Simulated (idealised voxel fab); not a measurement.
Module name: voxel trench capacitor (process module)
Section cut is 265 nm wide and gridded with 5 nm square cells.
A cross-section is written here as square cells arranged in a grid, and it is given in bands from the top down, each band taking up one or more rows of cells. Look at the band entry: it leads with the top's height and the bottom's height in nm. Then it lists the materials left to right, with a width in nm for each. The word "everywhere" on a single material says that material fills the band edge to edge. The word "air" is empty space. Where do heights start? At 0: under that level the wafer as delivered is made of one material only. And the lowest band has no floor; it just carries on downward, as in "0..down". Read "30 to 40" as a graded width: first number on top, second number at the bottom, same change between each pair of neighbouring rows. Where the words "nothing different" appear for a step, the cross-section shows no cell changed by that step; every cell remained as before. Each empty space that has no open way to the top and spans at least 8 cells appears under "Closed cavities" as width x height at distance, the distance counted from the left edge, all in nm. Post-settings text on a step line: simulator's own remark regarding the step. overlay nm: where the mask lay relative to plan, measured to the right, on steps with a mask; negatives go left. So the way this works: pairs, before and after one process step. The after picture only goes down to the lowest band that actually changed, nothing below. Step and its settings are under each pair. And watch out, pairs might come from different runs of this module, same starting wafer though, so a pair only follows on from the one above if its "Status before step" entry tells you so.

Status before step
	25..10: 60 nm resist, then 30 nm air, then 15 nm resist, then 30 nm air, then 15 nm resist, then 30 nm air, then 85 nm resist
	10..0: 60 nm SiN, then 30 nm air, then 15 nm SiN, then 30 nm air, then 15 nm SiN, then 30 nm air, then 85 nm SiN
	0..down: Si everywhere
	Closed cavities: none

Section, Post-Step
	25..10: 60 nm resist, then 30 nm air, then 15 nm resist, then 30 nm air, then 15 nm resist, then 30 nm air, then 85 nm resist
	10..0: 60 nm SiN, then 30 nm air, then 15 nm SiN, then 30 nm air, then 15 nm SiN, then 30 nm air, then 85 nm SiN
	0..-40: 60 nm Si, then 30 nm air, then 15 nm Si, then 30 nm air, then 15 nm Si, then 30 nm air, then 85 nm Si
	Anything lower than -40 is untouched.
	Closed cavities: none
Operation between the pre and post cross-sections above: DIRECTIONAL_ETCH,etch materials Si,depth nm 40

Status before step: the after view from the pair directly above serves as the before view here.

Section, Post-Step
	10..0: 60 nm SiN, then 30 nm air, then 15 nm SiN, then 30 nm air, then 15 nm SiN, then 30 nm air, then 85 nm SiN
	Anything lower than 0 is untouched.
	Closed cavities: none
Operation between the pre and post cross-sections above: STRIP,etch materials resist

Status before step: the after view from the pair directly above serves as the before view here.

Section, Post-Step
	15..10: 65 nm HfO2, then 20 nm air, then 25 nm HfO2, then 20 nm air, then 25 nm HfO2, then 20 nm air, then 90 nm HfO2
	10..0: 60 nm SiN, then 5 nm HfO2, then 20 nm air, then 5 nm HfO2, then 15 nm SiN, then 5 nm HfO2, then 20 nm air, then 5 nm HfO2, then 15 nm SiN, then 5 nm HfO2, then 20 nm air, then 5 nm HfO2, then 85 nm SiN
	0..-35: 60 nm Si, then 5 nm HfO2, then 20 nm air, then 5 nm HfO2, then 15 nm Si, then 5 nm HfO2, then 20 nm air, then 5 nm HfO2, then 15 nm Si, then 5 nm HfO2, then 20 nm air, then 5 nm HfO2, then 85 nm Si
	-35..-40: 60 nm Si, then 30 nm HfO2, then 15 nm Si, then 30 nm HfO2, then 15 nm Si, then 30 nm HfO2, then 85 nm Si
	Anything lower than -40 is untouched.
	Closed cavities: none
Operation between the pre and post cross-sections above: CONFORMAL_DEP,material HfO2,thk nm 5

Status before step: the after view from the pair directly above serves as the before view here.

Section, Post-Step
	20..15: 70 nm TiN, then 10 nm air, then 35 nm TiN, then 10 nm air, then 35 nm TiN, then 10 nm air, then 95 nm TiN
	15..10: 65 nm HfO2, then 5 nm TiN, then 10 nm air, then 5 nm TiN, then 25 nm HfO2, then 5 nm TiN, then 10 nm air, then 5 nm TiN, then 25 nm HfO2, then 5 nm TiN, then 10 nm air, then 5 nm TiN, then 90 nm HfO2
	10..0: 60 nm SiN, then 5 nm HfO2, then 5 nm TiN, then 10 nm air, then 5 nm TiN, then 5 nm HfO2, then 15 nm SiN, then 5 nm HfO2, then 5 nm TiN, then 10 nm air, then 5 nm TiN, then 5 nm HfO2, then 15 nm SiN, then 5 nm HfO2, then 5 nm TiN, then 10 nm air, then 5 nm TiN, then 5 nm HfO2, then 85 nm SiN
	0..-30: 60 nm Si, then 5 nm HfO2, then 5 nm TiN, then 10 nm air, then 5 nm TiN, then 5 nm HfO2, then 15 nm Si, then 5 nm HfO2, then 5 nm TiN, then 10 nm air, then 5 nm TiN, then 5 nm HfO2, then 15 nm Si, then 5 nm HfO2, then 5 nm TiN, then 10 nm air, then 5 nm TiN, then 5 nm HfO2, then 85 nm Si
	-30..-35: 60 nm Si, then 5 nm HfO2, then 20 nm TiN, then 5 nm HfO2, then 15 nm Si, then 5 nm HfO2, then 20 nm TiN, then 5 nm HfO2, then 15 nm Si, then 5 nm HfO2, then 20 nm TiN, then 5 nm HfO2, then 85 nm Si
	Anything lower than -35 is untouched.
	Closed cavities: none
Operation between the pre and post cross-sections above: CONFORMAL_DEP,material TiN,thk nm 5

Status before step: the after view from the pair directly above serves as the before view here.

Section, Post-Step
	25..20: W everywhere
	20..15: 70 nm TiN, then 10 nm W, then 35 nm TiN, then 10 nm W, then 35 nm TiN, then 10 nm W, then 95 nm TiN
	15..10: 65 nm HfO2, then 5 nm TiN, then 10 nm W, then 5 nm TiN, then 25 nm HfO2, then 5 nm TiN, then 10 nm W, then 5 nm TiN, then 25 nm HfO2, then 5 nm TiN, then 10 nm W, then 5 nm TiN, then 90 nm HfO2
	10..0: 60 nm SiN, then 5 nm HfO2, then 5 nm TiN, then 10 nm W, then 5 nm TiN, then 5 nm HfO2, then 15 nm SiN, then 5 nm HfO2, then 5 nm TiN, then 10 nm W, then 5 nm TiN, then 5 nm HfO2, then 15 nm SiN, then 5 nm HfO2, then 5 nm TiN, then 10 nm W, then 5 nm TiN, then 5 nm HfO2, then 85 nm SiN
	0..-30: 60 nm Si, then 5 nm HfO2, then 5 nm TiN, then 10 nm W, then 5 nm TiN, then 5 nm HfO2, then 15 nm Si, then 5 nm HfO2, then 5 nm TiN, then 10 nm W, then 5 nm TiN, then 5 nm HfO2, then 15 nm Si, then 5 nm HfO2, then 5 nm TiN, then 10 nm W, then 5 nm TiN, then 5 nm HfO2, then 85 nm Si
	Anything lower than -30 is untouched.
	Closed cavities: none
Operation between the pre and post cross-sections above: FILL_DEP,material W,thk nm 5

Status before step: the after view from the pair directly above serves as the before view here.

Section, Post-Step
	10..0: 60 nm SiN, then 5 nm HfO2, then 5 nm TiN, then 10 nm W, then 5 nm TiN, then 5 nm HfO2, then 15 nm SiN, then 5 nm HfO2, then 5 nm TiN, then 10 nm W, then 5 nm TiN, then 5 nm HfO2, then 15 nm SiN, then 5 nm HfO2, then 5 nm TiN, then 10 nm W, then 5 nm TiN, then 5 nm HfO2, then 85 nm SiN
	Anything lower than 0 is untouched.
	Closed cavities: none
Operation between the pre and post cross-sections above: CMP,height nm 10

Status before step
	15..10: 75 nm TiN, then 20 nm air, then 25 nm TiN, then 20 nm air, then 25 nm TiN, then 20 nm air, then 80 nm TiN
	10..0: 70 nm SiN, then 5 nm TiN, then 20 nm air, then 5 nm TiN, then 15 nm SiN, then 5 nm TiN, then 20 nm air, then 5 nm TiN, then 15 nm SiN, then 5 nm TiN, then 20 nm air, then 5 nm TiN, then 75 nm SiN
	0..-35: 70 nm Si, then 5 nm TiN, then 20 nm air, then 5 nm TiN, then 15 nm Si, then 5 nm TiN, then 20 nm air, then 5 nm TiN, then 15 nm Si, then 5 nm TiN, then 20 nm air, then 5 nm TiN, then 75 nm Si
	-35..-40: 70 nm Si, then 30 nm TiN, then 15 nm Si, then 30 nm TiN, then 15 nm Si, then 30 nm TiN, then 75 nm Si
	-40..down: Si everywhere
	Closed cavities: none

Section, Post-Step
	20..10: 80 nm TiN, then 10 nm air, then 35 nm TiN, then 10 nm air, then 35 nm TiN, then 10 nm air, then 85 nm TiN
	10..0: 70 nm SiN, then 10 nm TiN, then 10 nm air, then 10 nm TiN, then 15 nm SiN, then 10 nm TiN, then 10 nm air, then 10 nm TiN, then 15 nm SiN, then 10 nm TiN, then 10 nm air, then 10 nm TiN, then 75 nm SiN
	0..-30: 70 nm Si, then 10 nm TiN, then 10 nm air, then 10 nm TiN, then 15 nm Si, then 10 nm TiN, then 10 nm air, then 10 nm TiN, then 15 nm Si, then 10 nm TiN, then 10 nm air, then 10 nm TiN, then 75 nm Si
	-30..-40: 70 nm Si, then 30 nm TiN, then 15 nm Si, then 30 nm TiN, then 15 nm Si, then 30 nm TiN, then 75 nm Si
	Anything lower than -40 is untouched.
	Closed cavities: none
Operation between the pre and post cross-sections above: CONFORMAL_DEP,material TiN,thk nm 5

Status before step: the after view from the pair directly above serves as the before view here.

Section, Post-Step
	25..20: W everywhere
	20..10: 80 nm TiN, then 10 nm W, then 35 nm TiN, then 10 nm W, then 35 nm TiN, then 10 nm W, then 85 nm TiN
	10..0: 70 nm SiN, then 10 nm TiN, then 10 nm W, then 10 nm TiN, then 15 nm SiN, then 10 nm TiN, then 10 nm W, then 10 nm TiN, then 15 nm SiN, then 10 nm TiN, then 10 nm W, then 10 nm TiN, then 75 nm SiN
	0..-30: 70 nm Si, then 10 nm TiN, then 10 nm W, then 10 nm TiN, then 15 nm Si, then 10 nm TiN, then 10 nm W, then 10 nm TiN, then 15 nm Si, then 10 nm TiN, then 10 nm W, then 10 nm TiN, then 75 nm Si
	Anything lower than -30 is untouched.
	Closed cavities: none
Operation between the pre and post cross-sections above: FILL_DEP,material W,thk nm 5

Status before step: the after view from the pair directly above serves as the before view here.

Section, Post-Step
	10..0: 70 nm SiN, then 10 nm TiN, then 10 nm W, then 10 nm TiN, then 15 nm SiN, then 10 nm TiN, then 10 nm W, then 10 nm TiN, then 15 nm SiN, then 10 nm TiN, then 10 nm W, then 10 nm TiN, then 75 nm SiN
	Anything lower than 0 is untouched.
	Closed cavities: none
Operation between the pre and post cross-sections above: CMP,height nm 10

Status before step
	10..0: SiN everywhere
	0..down: Si everywhere
	Closed cavities: none

Section, Post-Step
	25..10: 70 nm air, then 30 nm resist, then 15 nm air, then 30 nm resist, then 15 nm air, then 30 nm resist, then 75 nm air
	Anything lower than 10 is untouched.
	Closed cavities: none
Operation between the pre and post cross-sections above: PATTERN,tone cover,mask id TRENCH,material resist,width nm 30,pitch nm 45,thk nm 15,overlay nm 0

Status before step: the after view from the pair directly above serves as the before view here.

Section, Post-Step
	25..10: 70 nm air, then 30 nm resist, then 15 nm air, then 30 nm resist, then 15 nm air, then 30 nm resist, then 75 nm air
	10..0: 70 nm air, then 30 nm SiN, then 15 nm air, then 30 nm SiN, then 15 nm air, then 30 nm SiN, then 75 nm air
	Anything lower than 0 is untouched.
	Closed cavities: none
Operation between the pre and post cross-sections above: DIRECTIONAL_ETCH,etch materials SiN,depth nm 10

Status before step: the after view from the pair directly above serves as the before view here.

Section, Post-Step
	25..10: 70 nm air, then 30 nm resist, then 15 nm air, then 30 nm resist, then 15 nm air, then 30 nm resist, then 75 nm air
	10..0: 70 nm air, then 30 nm SiN, then 15 nm air, then 30 nm SiN, then 15 nm air, then 30 nm SiN, then 75 nm air
	0..-40: 70 nm air, then 30 nm Si, then 15 nm air, then 30 nm Si, then 15 nm air, then 30 nm Si, then 75 nm air
	Anything lower than -40 is untouched.
	Closed cavities: none
Operation between the pre and post cross-sections above: DIRECTIONAL_ETCH,etch materials Si,depth nm 40

Status before step: the after view from the pair directly above serves as the before view here.

Section, Post-Step
	10..0: 70 nm air, then 30 nm SiN, then 15 nm air, then 30 nm SiN, then 15 nm air, then 30 nm SiN, then 75 nm air
	Anything lower than 0 is untouched.
	Closed cavities: none
Operation between the pre and post cross-sections above: STRIP,etch materials resist

Status before step: the after view from the pair directly above serves as the before view here.

Section, Post-Step
	15..10: 65 nm air, then 40 nm HfO2, then 5 nm air, then 40 nm HfO2, then 5 nm air, then 40 nm HfO2, then 70 nm air
	10..0: 65 nm air, then 5 nm HfO2, then 30 nm SiN, then 5 nm HfO2, then 5 nm air, then 5 nm HfO2, then 30 nm SiN, then 5 nm HfO2, then 5 nm air, then 5 nm HfO2, then 30 nm SiN, then 5 nm HfO2, then 70 nm air
	0..-35: 65 nm air, then 5 nm HfO2, then 30 nm Si, then 5 nm HfO2, then 5 nm air, then 5 nm HfO2, then 30 nm Si, then 5 nm HfO2, then 5 nm air, then 5 nm HfO2, then 30 nm Si, then 5 nm HfO2, then 70 nm air
	-35..-40: 70 nm HfO2, then 30 nm Si, then 15 nm HfO2, then 30 nm Si, then 15 nm HfO2, then 30 nm Si, then 75 nm HfO2
	Anything lower than -40 is untouched.
	Closed cavities: none
Operation between the pre and post cross-sections above: CONFORMAL_DEP,material HfO2,thk nm 5

Status before step: the after view from the pair directly above serves as the before view here.

Section, Post-Step
	20..15: 60 nm air, then 140 nm TiN, then 65 nm air
	15..10: 60 nm air, then 5 nm TiN, then 40 nm HfO2, then 5 nm TiN, then 40 nm HfO2, then 5 nm TiN, then 40 nm HfO2, then 5 nm TiN, then 65 nm air
	10..0: 60 nm air, then 5 nm TiN, then 5 nm HfO2, then 30 nm SiN, then 5 nm HfO2, then 5 nm TiN, then 5 nm HfO2, then 30 nm SiN, then 5 nm HfO2, then 5 nm TiN, then 5 nm HfO2, then 30 nm SiN, then 5 nm HfO2, then 5 nm TiN, then 65 nm air
	0..-30: 60 nm air, then 5 nm TiN, then 5 nm HfO2, then 30 nm Si, then 5 nm HfO2, then 5 nm TiN, then 5 nm HfO2, then 30 nm Si, then 5 nm HfO2, then 5 nm TiN, then 5 nm HfO2, then 30 nm Si, then 5 nm HfO2, then 5 nm TiN, then 65 nm air
	-30..-35: 65 nm TiN, then 5 nm HfO2, then 30 nm Si, then 5 nm HfO2, then 5 nm TiN, then 5 nm HfO2, then 30 nm Si, then 5 nm HfO2, then 5 nm TiN, then 5 nm HfO2, then 30 nm Si, then 5 nm HfO2, then 70 nm TiN
	Anything lower than -35 is untouched.
	Closed cavities: none
Operation between the pre and post cross-sections above: CONFORMAL_DEP,material TiN,thk nm 5

Status before step: the after view from the pair directly above serves as the before view here.

Section, Post-Step
	25..20: W everywhere
	20..15: 60 nm W, then 140 nm TiN, then 65 nm W
	15..10: 60 nm W, then 5 nm TiN, then 40 nm HfO2, then 5 nm TiN, then 40 nm HfO2, then 5 nm TiN, then 40 nm HfO2, then 5 nm TiN, then 65 nm W
	10..0: 60 nm W, then 5 nm TiN, then 5 nm HfO2, then 30 nm SiN, then 5 nm HfO2, then 5 nm TiN, then 5 nm HfO2, then 30 nm SiN, then 5 nm HfO2, then 5 nm TiN, then 5 nm HfO2, then 30 nm SiN, then 5 nm HfO2, then 5 nm TiN, then 65 nm W
	0..-30: 60 nm W, then 5 nm TiN, then 5 nm HfO2, then 30 nm Si, then 5 nm HfO2, then 5 nm TiN, then 5 nm HfO2, then 30 nm Si, then 5 nm HfO2, then 5 nm TiN, then 5 nm HfO2, then 30 nm Si, then 5 nm HfO2, then 5 nm TiN, then 65 nm W
	Anything lower than -30 is untouched.
	Closed cavities: none
Operation between the pre and post cross-sections above: FILL_DEP,material W,thk nm 5

Status before step: the after view from the pair directly above serves as the before view here.

Section, Post-Step
	10..0: 60 nm W, then 5 nm TiN, then 5 nm HfO2, then 30 nm SiN, then 5 nm HfO2, then 5 nm TiN, then 5 nm HfO2, then 30 nm SiN, then 5 nm HfO2, then 5 nm TiN, then 5 nm HfO2, then 30 nm SiN, then 5 nm HfO2, then 5 nm TiN, then 65 nm W
	Anything lower than 0 is untouched.
	Closed cavities: none
Operation between the pre and post cross-sections above: CMP,height nm 10
